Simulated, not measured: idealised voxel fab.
You're looking at the process module voxel air gaps.
cross-section cut | 175 nm wide | cells 5 nm
Throughout this document, each cross-section is represented as a grid of square cells and is presented as a sequence of bands enumerated from the top downward, where a band comprises one or more rows of cells.
In this notation a band is specified by the heights of its top and bottom, in that order and in nm, after which its materials appear from left to right, each paired with its width in nm. The word "everywhere" attached to a single material means that material fills the band from edge to edge; the word "air" stands for empty space.
Convention: height 0 is the level below which the wafer, as received, is all one material. The lowest band does not terminate at the bottom but continues downward, represented as "top 0, no bottom".
Think of "30 to 40" as a width that walks from the first number to the second as you go down the band, top row to bottom row, taking equal-sized steps from row to row.
Any step labelled "no alteration" changed none of the cells in the cross-section.
You'll see "Voids lacking openings" listing empty spaces that have no way open to the top, as long as they're 8 cells or more; the notation is width x height at distance, where the distance is from the left edge, and all of it is in nm.
Heads up: the bit after the settings on a step's line is the simulator's remark on that step.
overlay nm: mask right of planned place by this much (step with mask). Neg. = left.
So here's the lineup of process steps we planned
| 1 | RECEIVE (material Si) |
| 2 | CONFORMAL_DEP (material SiO2; thk nm 15) |
| 3 | CONFORMAL_DEP (material SiCN; thk nm 5) |
| 4 | DIRECTIONAL_DEP (material SiO2; thk nm 30) |
| 5 | MASKED_ETCH (tone open; mask id LINES; width nm 20; pitch nm 45; etch materials SiO2; depth nm 30; overlay nm 0) |
| 6 | CONFORMAL_DEP (material TiN; thk nm 5) |
| 7 | FILL_DEP (material Cu; thk nm 10) |
| 8 | CMP (height nm 50) |
| 9 | EPI (material Ru; thk nm 10) |
| 10 | SELECTIVE_ETCH (etch materials SiO2; depth nm 40) |
| 11 | CONFORMAL_DEP (material SiCN; thk nm 5) |
Received-state cross-section, reflecting completion of step 1
	top 0, no bottom  Si everywhere
	Voids lacking openings: none
The plan above was carried out on the starting structure above with one mistake, and this cross-section shows the wafer at the end of the module
	top 65, bottom 60  air (15)  SiCN (140)  air (20)
	top 60, bottom 50  air (15)  SiCN (5)  Ru (40)  SiCN (5)  Ru (40)  SiCN (5)  Ru (40)  SiCN (5)  air (20)
	top 50, bottom 45  air (15)  SiCN (15)  TiN (5)  Cu (10)  TiN (5)  SiCN (25)  TiN (5)  Cu (10)  TiN (5)  SiCN (25)  TiN (5)  Cu (10)  TiN (5)  SiCN (15)  air (20)
	top 45, bottom 30  air (25)  SiCN (5)  TiN (5)  Cu (10)  TiN (5)  SiCN (5)  air (15)  SiCN (5)  TiN (5)  Cu (10)  TiN (5)  SiCN (5)  air (15)  SiCN (5)  TiN (5)  Cu (10)  TiN (5)  SiCN (5)  air (30)
	top 30, bottom 25  SiCN (30)  TiN (20)  SiCN (25)  TiN (20)  SiCN (25)  TiN (20)  SiCN (35)
	top 25, bottom 20  SiCN everywhere
	top 20, bottom 0  SiO2 everywhere
	top 0, no bottom  Si everywhere
	Voids lacking openings: 15 x 15 at 55; 15 x 15 at 100
The mistake made against the process plan was this: step 2 deviated from plan and actually ran as CONFORMAL_DEP (material SiO2; thk nm 20)
